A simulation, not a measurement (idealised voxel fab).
You're looking at the process module voxel self aligned contacts.
Xsec cut, 220 nm wide, square cell size 5 nm.
Think of the cross-section as a grid of square cells. We describe it in bands, top to bottom, and each band covers one or more rows of those cells.
What a band's entry tells you: where the top is and where the bottom is, as heights in nm, and after that what lies inside, material by material from left to right, each with its width in nm. Empty space is written as the word "air", and a single material marked with the word "everywhere" occupies the band from edge to edge.
Ref level 0: as-received wafer is one material below here. Bottom band extends down with no lower bound ("top 0, no bottom").
With a width like "30->40", each row of cells in the band differs from the next by the same amount, the top row carrying the first number and the bottom row the second.
For the purposes of this document, the phrase "no change occurred" attached to a step denotes that no cell within the cross-section was modified by that step.
You'll see "Non-vented voids" listing empty spaces that have no way open to the top, as long as they're 8 cells or more; the notation is width x height at distance, where the distance is from the left edge, and all of it is in nm.
On each step's line, the part that comes after the settings is the simulator's own comment on the step.
"overlay nm", when on a step's line for a step with a mask, measures how far to the right of its planned place the mask lay; a negative measure means to the left.

-- Process steps - plan
| 1 | RECEIVE with material Si |
| 2 | CONFORMAL_DEP with material SiO2, thk nm 5 |
| 3 | DIRECTIONAL_DEP with material polySi, thk nm 25 |
| 4 | DIRECTIONAL_DEP with material SiN, thk nm 15 |
| 5 | MASKED_ETCH with tone cover, mask id GATE, width nm 35, pitch nm 70, etch materials SiN, depth nm 15, overlay nm 0 |
| 6 | MASKED_ETCH with tone cover, mask id GATE, width nm 35, pitch nm 70, etch materials polySi, depth nm 25, overlay nm 0 |
| 7 | CONFORMAL_DEP with material SiN, thk nm 5 |
| 8 | DIRECTIONAL_ETCH with etch materials SiN, depth nm 5 |
| 9 | FILL_DEP with material SiO2, thk nm 10 |
| 10 | CMP with height nm 50 |
| 11 | PATTERN with tone open, mask id CONTACT, material resist, width nm 45, thk nm 15, overlay nm 0 |
| 12 | DIRECTIONAL_ETCH with etch materials SiO2, depth nm 50 |
| 13 | STRIP with etch materials resist |
| 14 | CONFORMAL_DEP with material TiN, thk nm 5 |
| 15 | FILL_DEP with material Ru, thk nm 10 |
| 16 | CMP with height nm 50 |
| 17 | CONFORMAL_DEP with material SiN, thk nm 5 |

-- Wafer as received: cross-section following step 1
- top 0, no bottom = Si everywhere
- Non-vented voids: none

-- Cross-sectional result after module completion. Note: starting condition and plan are unchanged from above; one processing mistake was made
- top 55, bottom 50 = SiN everywhere
- top 50, bottom 40 = SiO2=85 | TiN=5->10 | Ru=35->25 | TiN=5->10 | SiO2=90
- top 40, bottom 30 = SiO2=55 | SiN=35 | TiN=5 | Ru=25 | TiN=5 | SiN=35 | SiO2=60
- top 30, bottom 5 = SiO2=55 | polySi=35 | TiN=5 | Ru=25 | TiN=5 | polySi=35 | SiO2=60
- top 5, bottom 0 = SiO2=90 | TiN=35 | SiO2=95
- top 0, no bottom = Si everywhere
- Non-vented voids: none
Error vs. plan: not run: step 7 of the plan (skipped)
